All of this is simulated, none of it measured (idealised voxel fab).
The following process module bears the name voxel gate over fins.
FYI the section here is cut, 175 nm wide, cells are 5 nm squares.
Cross-section layout: square cells on a grid; listed as bands, top to bottom; a band spans one or more cell rows.
Read a band's entry like this: the first values are the height of its top and the height of its bottom in nm, and what follows is the sequence of materials from left to right, each with its width in nm. Note that "air" is empty space, and that a single material marked "everywhere" reaches across the band from edge to edge.
Basically, 0 is our baseline, since under it the wafer straight out of the box is all one material. The bottom band has no lower end and keeps on going down, so it looks like "0 down".
A width such as "30 to 40" changes by the same amount from each row of cells to the next, from the band's top row to its bottom row.
Given "remained the same" for a step, no cell of the cross-section differs between before and after that step.
Listed in "Enclosed cavity list": every empty space of 8 or more cells without an open way to the top. Form: width x height at distance, the distance being from the left edge, all in nm.
It should be noted that, on the line of a given step, the content following the step's settings is a remark produced by the simulator itself with respect to that step.
"overlay nm", when on a step's line for a step with a mask, measures how far to the right of its planned place the mask lay; a negative measure means to the left.
Each pair of cross-sections that follows straddles one process step: the one shows the state before the step, the other the state after it, down to the lowest band that changed and no further. The step in question, and its settings, are given under the pair. Note that a pair is not necessarily a continuation of the pair above it, since pairs can come from different runs of this module on the same starting wafer; it is a continuation only where its entry headed "Cross-section, before" says so.
## Cross-section, before
  0 down: Si everywhere
  Enclosed cavity list: none
## Step Outcome
  5 to 0: SiN everywhere
  Below 0, the layers are the same as they were.
  Enclosed cavity list: none
Between before and after, shown above: CONFORMAL_DEP (material SiN; thk nm 5)
Cross-section, before: cross-section not repeated; it is the one shown after the step in the pair just above.
## Step Outcome
  20 to 5: aC everywhere
  Below 5, the layers are the same as they were.
  Enclosed cavity list: none
Between before and after, shown above: DIRECTIONAL_DEP (material aC; thk nm 15)
Cross-section, before: cross-section not repeated; it is the one shown after the step in the pair just above.
## Step Outcome
  55 to 20: air: 60  resist: 15  air: 20  resist: 15  air: 65
  Below 20, the layers are the same as they were.
  Enclosed cavity list: none
Between before and after, shown above: PATTERN (tone cover; mask id FINS; material resist; width nm 15; pitch nm 35; thk nm 35; overlay nm 0)
Cross-section, before: cross-section not repeated; it is the one shown after the step in the pair just above.
## Step Outcome
  40 to 20: air: 60  resist: 15  air: 20  resist: 15  air: 65
  20 to 5: air: 60  aC: 15  air: 20  aC: 15  air: 65
  Below 5, the layers are the same as they were.
  Enclosed cavity list: none
Between before and after, shown above: DIRECTIONAL_ETCH (etch materials aC; depth nm 15)
Cross-section, before: cross-section not repeated; it is the one shown after the step in the pair just above.
## Step Outcome
  20 to 5: air: 60  aC: 15  air: 20  aC: 15  air: 65
  Below 5, the layers are the same as they were.
  Enclosed cavity list: none
Between before and after, shown above: STRIP (etch materials resist)
Cross-section, before: cross-section not repeated; it is the one shown after the step in the pair just above.
## Step Outcome
  20 to 5: air: 60  aC: 15  air: 20  aC: 15  air: 65
  5 to 0: air: 60  SiN: 15  air: 20  SiN: 15  air: 65
  Below 0, the layers are the same as they were.
  Enclosed cavity list: none
Between before and after, shown above: DIRECTIONAL_ETCH (etch materials SiN; depth nm 5)
Cross-section, before: cross-section not repeated; it is the one shown after the step in the pair just above.
## Step Outcome
  20 to 5: air: 60  aC: 15  air: 20  aC: 15  air: 65
  5 to 0: air: 60  SiN: 15  air: 20  SiN: 15  air: 65
  0 to -30: air: 60  Si: 15  air: 20  Si: 15  air: 65
  Below -30, the layers are the same as they were.
  Enclosed cavity list: none
Between before and after, shown above: DIRECTIONAL_ETCH (etch materials Si; depth nm 30)
Cross-section, before: cross-section not repeated; it is the one shown after the step in the pair just above.
## Step Outcome
  5 to 0: air: 60  SiN: 15  air: 20  SiN: 15  air: 65
  Below 0, the layers are the same as they were.
  Enclosed cavity list: none
Between before and after, shown above: STRIP (etch materials aC)
Cross-section, before: cross-section not repeated; it is the one shown after the step in the pair just above.
## Step Outcome
  10 to 5: SiO2 everywhere
  5 to 0: SiO2: 60  SiN: 15  SiO2: 20  SiN: 15  SiO2: 65
  0 to -30: SiO2: 60  Si: 15  SiO2: 20  Si: 15  SiO2: 65
  Below -30, the layers are the same as they were.
  Enclosed cavity list: none
Between before and after, shown above: FILL_DEP (material SiO2; thk nm 5)
Cross-section, before: cross-section not repeated; it is the one shown after the step in the pair just above.
## Step Outcome
  5 to 0: SiO2: 60  SiN: 15  SiO2: 20  SiN: 15  SiO2: 65
  Below 0, the layers are the same as they were.
  Enclosed cavity list: none
Between before and after, shown above: CMP (height nm 5)
Cross-section, before: cross-section not repeated; it is the one shown after the step in the pair just above.
## Step Outcome
  5 to 0: air: 60  SiN: 15  air: 20  SiN: 15  air: 65
  0 to -15: air: 60  Si: 15  air: 20  Si: 15  air: 65
  Below -15, the layers are the same as they were.
  Enclosed cavity list: none
Between before and after, shown above: SELECTIVE_ETCH (etch materials SiO2; depth nm 20)
Cross-section, before: cross-section not repeated; it is the one shown after the step in the pair just above.
## Step Outcome
  0 to -15: air: 60  Si: 15  air: 20  Si: 15  air: 65
  Below -15, the layers are the same as they were.
  Enclosed cavity list: none
Between before and after, shown above: STRIP (etch materials SiN)
Cross-section, before: cross-section not repeated; it is the one shown after the step in the pair just above.
## Step Outcome
  5 to 0: air: 55  HfO2: 25  air: 10  HfO2: 25  air: 60
  0 to -10: air: 55  HfO2: 5  Si: 15  HfO2: 5  air: 10  HfO2: 5  Si: 15  HfO2: 5  air: 60
  -10 to -15: HfO2: 60  Si: 15  HfO2: 20  Si: 15  HfO2: 65
  Below -15, the layers are the same as they were.
  Enclosed cavity list: none
Between before and after, shown above: CONFORMAL_DEP (material HfO2; thk nm 5)
Cross-section, before: cross-section not repeated; it is the one shown after the step in the pair just above.
## Step Outcome
  10 to 5: air: 50  TiN: 70  air: 55
  5 to 0: air: 50  TiN: 5  HfO2: 25  TiN: 10  HfO2: 25  TiN: 5  air: 55
  0 to -5: air: 50  TiN: 5  HfO2: 5  Si: 15  HfO2: 5  TiN: 10  HfO2: 5  Si: 15  HfO2: 5  TiN: 5  air: 55
  -5 to -10: TiN: 55  HfO2: 5  Si: 15  HfO2: 5  TiN: 10  HfO2: 5  Si: 15  HfO2: 5  TiN: 60
  Below -10, the layers are the same as they were.
  Enclosed cavity list: none
Between before and after, shown above: CONFORMAL_DEP (material TiN; thk nm 5)
Cross-section, before: cross-section not repeated; it is the one shown after the step in the pair just above.
## Step Outcome
  20 to 10: W everywhere
  10 to 5: W: 50  TiN: 70  W: 55
  5 to 0: W: 50  TiN: 5  HfO2: 25  TiN: 10  HfO2: 25  TiN: 5  W: 55
  0 to -5: W: 50  TiN: 5  HfO2: 5  Si: 15  HfO2: 5  TiN: 10  HfO2: 5  Si: 15  HfO2: 5  TiN: 5  W: 55
  Below -5, the layers are the same as they were.
  Enclosed cavity list: none
Between before and after, shown above: FILL_DEP (material W; thk nm 10)
Cross-section, before: cross-section not repeated; it is the one shown after the step in the pair just above.
## Step Outcome
  15 to 10: W everywhere
  Below 10, the layers are the same as they were.
  Enclosed cavity list: none
Between before and after, shown above: CMP (height nm 15)
Cross-section, before: cross-section not repeated; it is the one shown after the step in the pair just above.
## Step Outcome
  25 to 15: SiCN everywhere
  Below 15, the layers are the same as they were.
  Enclosed cavity list: none
Between before and after, shown above: CONFORMAL_DEP (material SiCN; thk nm 10)
## Cross-section, before
  0 to -15: air: 60  Si: 15  air: 20  Si: 15  air: 65
  -15 to -30: SiO2: 60  Si: 15  SiO2: 20  Si: 15  SiO2: 65
  -30 down: Si everywhere
  Enclosed cavity list: none
## Step Outcome
  5 to 0: air: 55  TiN: 25  air: 10  TiN: 25  air: 60
  0 to -10: air: 55  TiN: 5  Si: 15  TiN: 5  air: 10  TiN: 5  Si: 15  TiN: 5  air: 60
  -10 to -15: TiN: 60  Si: 15  TiN: 20  Si: 15  TiN: 65
  Below -15, the layers are the same as they were.
  Enclosed cavity list: none
Between before and after, shown above: CONFORMAL_DEP (material TiN; thk nm 5)
Cross-section, before: cross-section not repeated; it is the one shown after the step in the pair just above.
## Step Outcome
  15 to 5: W everywhere
  5 to 0: W: 55  TiN: 25  W: 10  TiN: 25  W: 60
  0 to -10: W: 55  TiN: 5  Si: 15  TiN: 5  W: 10  TiN: 5  Si: 15  TiN: 5  W: 60
  Below -10, the layers are the same as they were.
  Enclosed cavity list: none
Between before and after, shown above: FILL_DEP (material W; thk nm 10)
Cross-section, before: cross-section not repeated; it is the one shown after the step in the pair just above.
## Step Outcome
  25 to 15: SiCN everywhere
  Below 15, the layers are the same as they were.
  Enclosed cavity list: none
Between before and after, shown above: CONFORMAL_DEP (material SiCN; thk nm 10)
## Cross-section, before
  20 to 5: air: 60  aC: 15  air: 20  aC: 15  air: 65
  5 to 0: air: 60  SiN: 15  air: 20  SiN: 15  air: 65
  0 to -30: air: 60  Si: 15  air: 20  Si: 15  air: 65
  -30 down: Si everywhere
  Enclosed cavity list: none
## Step Outcome
  20 to 5: air: 60  aC: 15  air: 20  aC: 15  air: 65
  5 to 0: air: 60  SiN: 15  air: 20  SiN: 15  air: 65
  0 to -60: air: 60  Si: 15  air: 20  Si: 15  air: 65
  Below -60, the layers are the same as they were.
  Enclosed cavity list: none
Between before and after, shown above: DIRECTIONAL_ETCH (etch materials Si; depth nm 30)
Cross-section, before: cross-section not repeated; it is the one shown after the step in the pair just above.
## Step Outcome
  5 to 0: air: 60  SiN: 15  air: 20  SiN: 15  air: 65
  Below 0, the layers are the same as they were.
  Enclosed cavity list: none
Between before and after, shown above: STRIP (etch materials aC)
Cross-section, before: cross-section not repeated; it is the one shown after the step in the pair just above.
## Step Outcome
  10 to 5: SiO2 everywhere
  5 to 0: SiO2: 60  SiN: 15  SiO2: 20  SiN: 15  SiO2: 65
  0 to -60: SiO2: 60  Si: 15  SiO2: 20  Si: 15  SiO2: 65
  Below -60, the layers are the same as they were.
  Enclosed cavity list: none
Between before and after, shown above: FILL_DEP (material SiO2; thk nm 5)
Cross-section, before: cross-section not repeated; it is the one shown after the step in the pair just above.
## Step Outcome
  5 to 0: SiO2: 60  SiN: 15  SiO2: 20  SiN: 15  SiO2: 65
  Below 0, the layers are the same as they were.
  Enclosed cavity list: none
Between before and after, shown above: CMP (height nm 5)
Cross-section, before: cross-section not repeated; it is the one shown after the step in the pair just above.
## Step Outcome
  5 to 0: air: 60  SiN: 15  air: 20  SiN: 15  air: 65
  0 to -15: air: 60  Si: 15  air: 20  Si: 15  air: 65
  Below -15, the layers are the same as they were.
  Enclosed cavity list: none
Between before and after, shown above: SELECTIVE_ETCH (etch materials SiO2; depth nm 20)
Cross-section, before: cross-section not repeated; it is the one shown after the step in the pair just above.
## Step Outcome
  0 to -15: air: 60  Si: 15  air: 20  Si: 15  air: 65
  Below -15, the layers are the same as they were.
  Enclosed cavity list: none
Between before and after, shown above: STRIP (etch materials SiN)
Cross-section, before: cross-section not repeated; it is the one shown after the step in the pair just above.
## Step Outcome
  5 to 0: air: 55  HfO2: 25  air: 10  HfO2: 25  air: 60
  0 to -10: air: 55  HfO2: 5  Si: 15  HfO2: 5  air: 10  HfO2: 5  Si: 15  HfO2: 5  air: 60
  -10 to -15: HfO2: 60  Si: 15  HfO2: 20  Si: 15  HfO2: 65
  Below -15, the layers are the same as they were.
  Enclosed cavity list: none
Between before and after, shown above: CONFORMAL_DEP (material HfO2; thk nm 5)
Cross-section, before: cross-section not repeated; it is the one shown after the step in the pair just above.
## Step Outcome
  10 to 5: air: 50  TiN: 70  air: 55
  5 to 0: air: 50  TiN: 5  HfO2: 25  TiN: 10  HfO2: 25  TiN: 5  air: 55
  0 to -5: air: 50  TiN: 5  HfO2: 5  Si: 15  HfO2: 5  TiN: 10  HfO2: 5  Si: 15  HfO2: 5  TiN: 5  air: 55
  -5 to -10: TiN: 55  HfO2: 5  Si: 15  HfO2: 5  TiN: 10  HfO2: 5  Si: 15  HfO2: 5  TiN: 60
  Below -10, the layers are the same as they were.
  Enclosed cavity list: none
Between before and after, shown above: CONFORMAL_DEP (material TiN; thk nm 5)
Cross-section, before: cross-section not repeated; it is the one shown after the step in the pair just above.
## Step Outcome
  20 to 10: W everywhere
  10 to 5: W: 50  TiN: 70  W: 55
  5 to 0: W: 50  TiN: 5  HfO2: 25  TiN: 10  HfO2: 25  TiN: 5  W: 55
  0 to -5: W: 50  TiN: 5  HfO2: 5  Si: 15  HfO2: 5  TiN: 10  HfO2: 5  Si: 15  HfO2: 5  TiN: 5  W: 55
  Below -5, the layers are the same as they were.
  Enclosed cavity list: none
Between before and after, shown above: FILL_DEP (material W; thk nm 10)
Cross-section, before: cross-section not repeated; it is the one shown after the step in the pair just above.
## Step Outcome
  15 to 10: W everywhere
  Below 10, the layers are the same as they were.
  Enclosed cavity list: none
Between before and after, shown above: CMP (height nm 15)
Cross-section, before: cross-section not repeated; it is the one shown after the step in the pair just above.
## Step Outcome
  25 to 15: SiCN everywhere
  Below 15, the layers are the same as they were.
  Enclosed cavity list: none
Between before and after, shown above: CONFORMAL_DEP (material SiCN; thk nm 10)
## Cross-section, before
  5 to 0: SiO2: 60  SiN: 15  SiO2: 20  SiN: 15  SiO2: 65
  0 to -30: SiO2: 60  Si: 15  SiO2: 20  Si: 15  SiO2: 65
  -30 down: Si everywhere
  Enclosed cavity list: none
## Step Outcome
  5 to 0: SiO2: 60  air: 15  SiO2: 20  air: 15  SiO2: 65
  Below 0, the layers are the same as they were.
  Enclosed cavity list: none
Between before and after, shown above: STRIP (etch materials SiN)
Cross-section, before: cross-section not repeated; it is the one shown after the step in the pair just above.
## Step Outcome
  0 to -15: air: 60  Si: 15  air: 20  Si: 15  air: 65
  -15 to -20: SiO2: 40  air: 20  Si: 15  air: 20  Si: 15  air: 20  SiO2: 45
  Below -20, the layers are the same as they were.
  Enclosed cavity list: none
Between before and after, shown above: SELECTIVE_ETCH (etch materials SiO2; depth nm 20)
Cross-section, before: cross-section not repeated; it is the one shown after the step in the pair just above.
## Step Outcome
  5 to 0: air: 55  HfO2: 25  air: 10  HfO2: 25  air: 60
  0 to -10: air: 55  HfO2: 5  Si: 15  HfO2: 5  air: 10  HfO2: 5  Si: 15  HfO2: 5  air: 60
  -10 to -15: HfO2: 45  air: 10  HfO2: 5  Si: 15  HfO2: 5  air: 10  HfO2: 5  Si: 15  HfO2: 5  air: 10  HfO2: 50
  -15 to -20: SiO2: 40  HfO2: 20  Si: 15  HfO2: 20  Si: 15  HfO2: 20  SiO2: 45
  Below -20, the layers are the same as they were.
  Enclosed cavity list: none
Between before and after, shown above: CONFORMAL_DEP (material HfO2; thk nm 5)
Cross-section, before: cross-section not repeated; it is the one shown after the step in the pair just above.
## Step Outcome
  10 to 5: air: 50  TiN: 70  air: 55
  5 to 0: air: 50  TiN: 5  HfO2: 25  TiN: 10  HfO2: 25  TiN: 5  air: 55
  0 to -5: air: 50  TiN: 5  HfO2: 5  Si: 15  HfO2: 5  TiN: 10  HfO2: 5  Si: 15  HfO2: 5  TiN: 5  air: 55
  -5 to -10: TiN: 55  HfO2: 5  Si: 15  HfO2: 5  TiN: 10  HfO2: 5  Si: 15  HfO2: 5  TiN: 60
  -10 to -15: HfO2: 45  TiN: 10  HfO2: 5  Si: 15  HfO2: 5  TiN: 10  HfO2: 5  Si: 15  HfO2: 5  TiN: 10  HfO2: 50
  Below -15, the layers are the same as they were.
  Enclosed cavity list: none
Between before and after, shown above: CONFORMAL_DEP (material TiN; thk nm 5)
Cross-section, before: cross-section not repeated; it is the one shown after the step in the pair just above.
## Step Outcome
  20 to 10: W everywhere
  10 to 5: W: 50  TiN: 70  W: 55
  5 to 0: W: 50  TiN: 5  HfO2: 25  TiN: 10  HfO2: 25  TiN: 5  W: 55
  0 to -5: W: 50  TiN: 5  HfO2: 5  Si: 15  HfO2: 5  TiN: 10  HfO2: 5  Si: 15  HfO2: 5  TiN: 5  W: 55
  Below -5, the layers are the same as they were.
  Enclosed cavity list: none
Between before and after, shown above: FILL_DEP (material W; thk nm 10)
Cross-section, before: cross-section not repeated; it is the one shown after the step in the pair just above.
## Step Outcome
  15 to 10: W everywhere
  Below 10, the layers are the same as they were.
  Enclosed cavity list: none
Between before and after, shown above: CMP (height nm 15)
Cross-section, before: cross-section not repeated; it is the one shown after the step in the pair just above.
## Step Outcome
  25 to 15: SiCN everywhere
  Below 15, the layers are the same as they were.
  Enclosed cavity list: none
Between before and after, shown above: CONFORMAL_DEP (material SiCN; thk nm 10)
## Cross-section, before
  5 to 0: SiO2: 60  SiN: 15  SiO2: 20  SiN: 15  SiO2: 65
  0 to -30: SiO2: 60  Si: 15  SiO2: 20  Si: 15  SiO2: 65
  -30 down: Si everywhere
  Enclosed cavity list: none
## Step Outcome
  5 to 0: air: 60  SiN: 15  air: 20  SiN: 15  air: 65
  0 to -5: air: 60  Si: 15  air: 20  Si: 15  air: 65
  Below -5, the layers are the same as they were.
  Enclosed cavity list: none
Between before and after, shown above: SELECTIVE_ETCH (etch materials SiO2; depth nm 10)
Cross-section, before: cross-section not repeated; it is the one shown after the step in the pair just above.
## Step Outcome
  0 to -5: air: 60  Si: 15  air: 20  Si: 15  air: 65
  Below -5, the layers are the same as they were.
  Enclosed cavity list: none
Between before and after, shown above: STRIP (etch materials SiN)
Cross-section, before: cross-section not repeated; it is the one shown after the step in the pair just above.
## Step Outcome
  5 to 0: air: 55  HfO2: 25  air: 10  HfO2: 25  air: 60
  0 to -5: HfO2: 60  Si: 15  HfO2: 20  Si: 15  HfO2: 65
  Below -5, the layers are the same as they were.
  Enclosed cavity list: none
Between before and after, shown above: CONFORMAL_DEP (material HfO2; thk nm 5)
Cross-section, before: cross-section not repeated; it is the one shown after the step in the pair just above.
## Step Outcome
  10 to 5: air: 50  TiN: 70  air: 55
  5 to 0: TiN: 55  HfO2: 25  TiN: 10  HfO2: 25  TiN: 60
  Below 0, the layers are the same as they were.
  Enclosed cavity list: none
Between before and after, shown above: CONFORMAL_DEP (material TiN; thk nm 5)
Cross-section, before: cross-section not repeated; it is the one shown after the step in the pair just above.
## Step Outcome
  20 to 10: W everywhere
  10 to 5: W: 50  TiN: 70  W: 55
  Below 5, the layers are the same as they were.
  Enclosed cavity list: none
Between before and after, shown above: FILL_DEP (material W; thk nm 10)
Cross-section, before: cross-section not repeated; it is the one shown after the step in the pair just above.
## Step Outcome
  15 to 10: W everywhere
  Below 10, the layers are the same as they were.
  Enclosed cavity list: none
Between before and after, shown above: CMP (height nm 15)
Cross-section, before: cross-section not repeated; it is the one shown after the step in the pair just above.
## Step Outcome
  25 to 15: SiCN everywhere
  Below 15, the layers are the same as they were.
  Enclosed cavity list: none
Between before and after, shown above: CONFORMAL_DEP (material SiCN; thk nm 10)
## Cross-section, before
  20 to 5: aC everywhere
  5 to 0: SiN everywhere
  0 down: Si everywhere
  Enclosed cavity list: none
## Step Outcome
  55 to 20: air: 60  resist: 20  air: 15  resist: 20  air: 60
  Below 20, the layers are the same as they were.
  Enclosed cavity list: none
Between before and after, shown above: PATTERN (tone cover; mask id FINS; material resist; width nm 20; pitch nm 35; thk nm 35; overlay nm 0)
Cross-section, before: cross-section not repeated; it is the one shown after the step in the pair just above.
## Step Outcome
  40 to 20: air: 60  resist: 20  air: 15  resist: 20  air: 60
  20 to 5: air: 60  aC: 20  air: 15  aC: 20  air: 60
  Below 5, the layers are the same as they were.
  Enclosed cavity list: none
Between before and after, shown above: DIRECTIONAL_ETCH (etch materials aC; depth nm 15)
Cross-section, before: cross-section not repeated; it is the one shown after the step in the pair just above.
## Step Outcome
  20 to 5: air: 60  aC: 20  air: 15  aC: 20  air: 60
  Below 5, the layers are the same as they were.
  Enclosed cavity list: none
Between before and after, shown above: STRIP (etch materials resist)
Cross-section, before: cross-section not repeated; it is the one shown after the step in the pair just above.
## Step Outcome
  20 to 5: air: 60  aC: 20  air: 15  aC: 20  air: 60
  5 to 0: air: 60  SiN: 20  air: 15  SiN: 20  air: 60
  Below 0, the layers are the same as they were.
  Enclosed cavity list: none
Between before and after, shown above: DIRECTIONAL_ETCH (etch materials SiN; depth nm 5)
Cross-section, before: cross-section not repeated; it is the one shown after the step in the pair just above.
## Step Outcome
  20 to 5: air: 60  aC: 20  air: 15  aC: 20  air: 60
  5 to 0: air: 60  SiN: 20  air: 15  SiN: 20  air: 60
  0 to -30: air: 60  Si: 20  air: 15  Si: 20  air: 60
  Below -30, the layers are the same as they were.
  Enclosed cavity list: none
Between before and after, shown above: DIRECTIONAL_ETCH (etch materials Si; depth nm 30)
Cross-section, before: cross-section not repeated; it is the one shown after the step in the pair just above.
## Step Outcome
  5 to 0: air: 60  SiN: 20  air: 15  SiN: 20  air: 60
  Below 0, the layers are the same as they were.
  Enclosed cavity list: none
Between before and after, shown above: STRIP (etch materials aC)
Cross-section, before: cross-section not repeated; it is the one shown after the step in the pair just above.
## Step Outcome
  10 to 5: SiO2 everywhere
  5 to 0: SiO2: 60  SiN: 20  SiO2: 15  SiN: 20  SiO2: 60
  0 to -30: SiO2: 60  Si: 20  SiO2: 15  Si: 20  SiO2: 60
  Below -30, the layers are the same as they were.
  Enclosed cavity list: none
Between before and after, shown above: FILL_DEP (material SiO2; thk nm 5)
Cross-section, before: cross-section not repeated; it is the one shown after the step in the pair just above.
## Step Outcome
  5 to 0: SiO2: 60  SiN: 20  SiO2: 15  SiN: 20  SiO2: 60
  Below 0, the layers are the same as they were.
  Enclosed cavity list: none
Between before and after, shown above: CMP (height nm 5)
Cross-section, before: cross-section not repeated; it is the one shown after the step in the pair just above.
## Step Outcome
  5 to 0: air: 60  SiN: 20  air: 15  SiN: 20  air: 60
  0 to -15: air: 60  Si: 20  air: 15  Si: 20  air: 60
  Below -15, the layers are the same as they were.
  Enclosed cavity list: none
Between before and after, shown above: SELECTIVE_ETCH (etch materials SiO2; depth nm 20)
Cross-section, before: cross-section not repeated; it is the one shown after the step in the pair just above.
## Step Outcome
  0 to -15: air: 60  Si: 20  air: 15  Si: 20  air: 60
  Below -15, the layers are the same as they were.
  Enclosed cavity list: none
Between before and after, shown above: STRIP (etch materials SiN)
Cross-section, before: cross-section not repeated; it is the one shown after the step in the pair just above.
## Step Outcome
  5 to 0: air: 55  HfO2: 30  air: 5  HfO2: 30  air: 55
  0 to -10: air: 55  HfO2: 5  Si: 20  HfO2: 5  air: 5  HfO2: 5  Si: 20  HfO2: 5  air: 55
  -10 to -15: HfO2: 60  Si: 20  HfO2: 15  Si: 20  HfO2: 60
  Below -15, the layers are the same as they were.
  Enclosed cavity list: none
Between before and after, shown above: CONFORMAL_DEP (material HfO2; thk nm 5)
Cross-section, before: cross-section not repeated; it is the one shown after the step in the pair just above.
## Step Outcome
  10 to 5: air: 50  TiN: 75  air: 50
  5 to 0: air: 50  TiN: 5  HfO2: 30  TiN: 5  HfO2: 30  TiN: 5  air: 50
  0 to -5: air: 50  TiN: 5  HfO2: 5  Si: 20  HfO2: 5  TiN: 5  HfO2: 5  Si: 20  HfO2: 5  TiN: 5  air: 50
  -5 to -10: TiN: 55  HfO2: 5  Si: 20  HfO2: 5  TiN: 5  HfO2: 5  Si: 20  HfO2: 5  TiN: 55
  Below -10, the layers are the same as they were.
  Enclosed cavity list: none
Between before and after, shown above: CONFORMAL_DEP (material TiN; thk nm 5)
Cross-section, before: cross-section not repeated; it is the one shown after the step in the pair just above.
## Step Outcome
  20 to 10: W everywhere
  10 to 5: W: 50  TiN: 75  W: 50
  5 to 0: W: 50  TiN: 5  HfO2: 30  TiN: 5  HfO2: 30  TiN: 5  W: 50
  0 to -5: W: 50  TiN: 5  HfO2: 5  Si: 20  HfO2: 5  TiN: 5  HfO2: 5  Si: 20  HfO2: 5  TiN: 5  W: 50
  Below -5, the layers are the same as they were.
  Enclosed cavity list: none
Between before and after, shown above: FILL_DEP (material W; thk nm 10)
Cross-section, before: cross-section not repeated; it is the one shown after the step in the pair just above.
## Step Outcome
  15 to 10: W everywhere
  Below 10, the layers are the same as they were.
  Enclosed cavity list: none
Between before and after, shown above: CMP (height nm 15)
Cross-section, before: cross-section not repeated; it is the one shown after the step in the pair just above.
## Step Outcome
  25 to 15: SiCN everywhere
  Below 15, the layers are the same as they were.
  Enclosed cavity list: none
Between before and after, shown above: CONFORMAL_DEP (material SiCN; thk nm 10)
## Cross-section, before
  20 to 5: aC everywhere
  5 to 0: SiN everywhere
  0 down: Si everywhere
  Enclosed cavity list: none
## Step Outcome
  55 to 20: air: 70  resist: 15  air: 20  resist: 15  air: 55
  Below 20, the layers are the same as they were.
  Enclosed cavity list: none
Between before and after, shown above: PATTERN (tone cover; mask id FINS; material resist; width nm 15; pitch nm 35; thk nm 35; overlay nm 10)
Cross-section, before: cross-section not repeated; it is the one shown after the step in the pair just above.
## Step Outcome
  40 to 20: air: 70  resist: 15  air: 20  resist: 15  air: 55
  20 to 5: air: 70  aC: 15  air: 20  aC: 15  air: 55
  Below 5, the layers are the same as they were.
  Enclosed cavity list: none
Between before and after, shown above: DIRECTIONAL_ETCH (etch materials aC; depth nm 15)
Cross-section, before: cross-section not repeated; it is the one shown after the step in the pair just above.
## Step Outcome
  20 to 5: air: 70  aC: 15  air: 20  aC: 15  air: 55
  Below 5, the layers are the same as they were.
  Enclosed cavity list: none
Between before and after, shown above: STRIP (etch materials resist)
Cross-section, before: cross-section not repeated; it is the one shown after the step in the pair just above.
## Step Outcome
  20 to 5: air: 70  aC: 15  air: 20  aC: 15  air: 55
  5 to 0: air: 70  SiN: 15  air: 20  SiN: 15  air: 55
  Below 0, the layers are the same as they were.
  Enclosed cavity list: none
Between before and after, shown above: DIRECTIONAL_ETCH (etch materials SiN; depth nm 5)
Cross-section, before: cross-section not repeated; it is the one shown after the step in the pair just above.
## Step Outcome
  20 to 5: air: 70  aC: 15  air: 20  aC: 15  air: 55
  5 to 0: air: 70  SiN: 15  air: 20  SiN: 15  air: 55
  0 to -30: air: 70  Si: 15  air: 20  Si: 15  air: 55
  Below -30, the layers are the same as they were.
  Enclosed cavity list: none
Between before and after, shown above: DIRECTIONAL_ETCH (etch materials Si; depth nm 30)
Cross-section, before: cross-section not repeated; it is the one shown after the step in the pair just above.
## Step Outcome
  5 to 0: air: 70  SiN: 15  air: 20  SiN: 15  air: 55
  Below 0, the layers are the same as they were.
  Enclosed cavity list: none
Between before and after, shown above: STRIP (etch materials aC)
Cross-section, before: cross-section not repeated; it is the one shown after the step in the pair just above.
## Step Outcome
  10 to 5: SiO2 everywhere
  5 to 0: SiO2: 70  SiN: 15  SiO2: 20  SiN: 15  SiO2: 55
  0 to -30: SiO2: 70  Si: 15  SiO2: 20  Si: 15  SiO2: 55
  Below -30, the layers are the same as they were.
  Enclosed cavity list: none
Between before and after, shown above: FILL_DEP (material SiO2; thk nm 5)
Cross-section, before: cross-section not repeated; it is the one shown after the step in the pair just above.
## Step Outcome
  5 to 0: SiO2: 70  SiN: 15  SiO2: 20  SiN: 15  SiO2: 55
  Below 0, the layers are the same as they were.
  Enclosed cavity list: none
Between before and after, shown above: CMP (height nm 5)
Cross-section, before: cross-section not repeated; it is the one shown after the step in the pair just above.
## Step Outcome
  5 to 0: air: 70  SiN: 15  air: 20  SiN: 15  air: 55
  0 to -15: air: 70  Si: 15  air: 20  Si: 15  air: 55
  Below -15, the layers are the same as they were.
  Enclosed cavity list: none
Between before and after, shown above: SELECTIVE_ETCH (etch materials SiO2; depth nm 20)
Cross-section, before: cross-section not repeated; it is the one shown after the step in the pair just above.
## Step Outcome
  0 to -15: air: 70  Si: 15  air: 20  Si: 15  air: 55
  Below -15, the layers are the same as they were.
  Enclosed cavity list: none
Between before and after, shown above: STRIP (etch materials SiN)
Cross-section, before: cross-section not repeated; it is the one shown after the step in the pair just above.
## Step Outcome
  5 to 0: air: 65  HfO2: 25  air: 10  HfO2: 25  air: 50
  0 to -10: air: 65  HfO2: 5  Si: 15  HfO2: 5  air: 10  HfO2: 5  Si: 15  HfO2: 5  air: 50
  -10 to -15: HfO2: 70  Si: 15  HfO2: 20  Si: 15  HfO2: 55
  Below -15, the layers are the same as they were.
  Enclosed cavity list: none
Between before and after, shown above: CONFORMAL_DEP (material HfO2; thk nm 5)
Cross-section, before: cross-section not repeated; it is the one shown after the step in the pair just above.
## Step Outcome
  10 to 5: air: 60  TiN: 70  air: 45
  5 to 0: air: 60  TiN: 5  HfO2: 25  TiN: 10  HfO2: 25  TiN: 5  air: 45
  0 to -5: air: 60  TiN: 5  HfO2: 5  Si: 15  HfO2: 5  TiN: 10  HfO2: 5  Si: 15  HfO2: 5  TiN: 5  air: 45
  -5 to -10: TiN: 65  HfO2: 5  Si: 15  HfO2: 5  TiN: 10  HfO2: 5  Si: 15  HfO2: 5  TiN: 50
  Below -10, the layers are the same as they were.
  Enclosed cavity list: none
Between before and after, shown above: CONFORMAL_DEP (material TiN; thk nm 5)
Cross-section, before: cross-section not repeated; it is the one shown after the step in the pair just above.
## Step Outcome
  20 to 10: W everywhere
  10 to 5: W: 60  TiN: 70  W: 45
  5 to 0: W: 60  TiN: 5  HfO2: 25  TiN: 10  HfO2: 25  TiN: 5  W: 45
  0 to -5: W: 60  TiN: 5  HfO2: 5  Si: 15  HfO2: 5  TiN: 10  HfO2: 5  Si: 15  HfO2: 5  TiN: 5  W: 45
  Below -5, the layers are the same as they were.
  Enclosed cavity list: none
Between before and after, shown above: FILL_DEP (material W; thk nm 10)
Cross-section, before: cross-section not repeated; it is the one shown after the step in the pair just above.
## Step Outcome
  15 to 10: W everywhere
  Below 10, the layers are the same as they were.
  Enclosed cavity list: none
Between before and after, shown above: CMP (height nm 15)
Cross-section, before: cross-section not repeated; it is the one shown after the step in the pair just above.
## Step Outcome
  25 to 15: SiCN everywhere
  Below 15, the layers are the same as they were.
  Enclosed cavity list: none
Between before and after, shown above: CONFORMAL_DEP (material SiCN; thk nm 10)
## Cross-section, before
  0 down: Si everywhere
  Enclosed cavity list: none
## Step Outcome
  5 to 0: SiCN everywhere
  Below 0, the layers are the same as they were.
  Enclosed cavity list: none
Between before and after, shown above: CONFORMAL_DEP (material SiCN; thk nm 5)
Cross-section, before: cross-section not repeated; it is the one shown after the step in the pair just above.
## Step Outcome
  20 to 5: aC everywhere
  Below 5, the layers are the same as they were.
  Enclosed cavity list: none
Between before and after, shown above: DIRECTIONAL_DEP (material aC; thk nm 15)
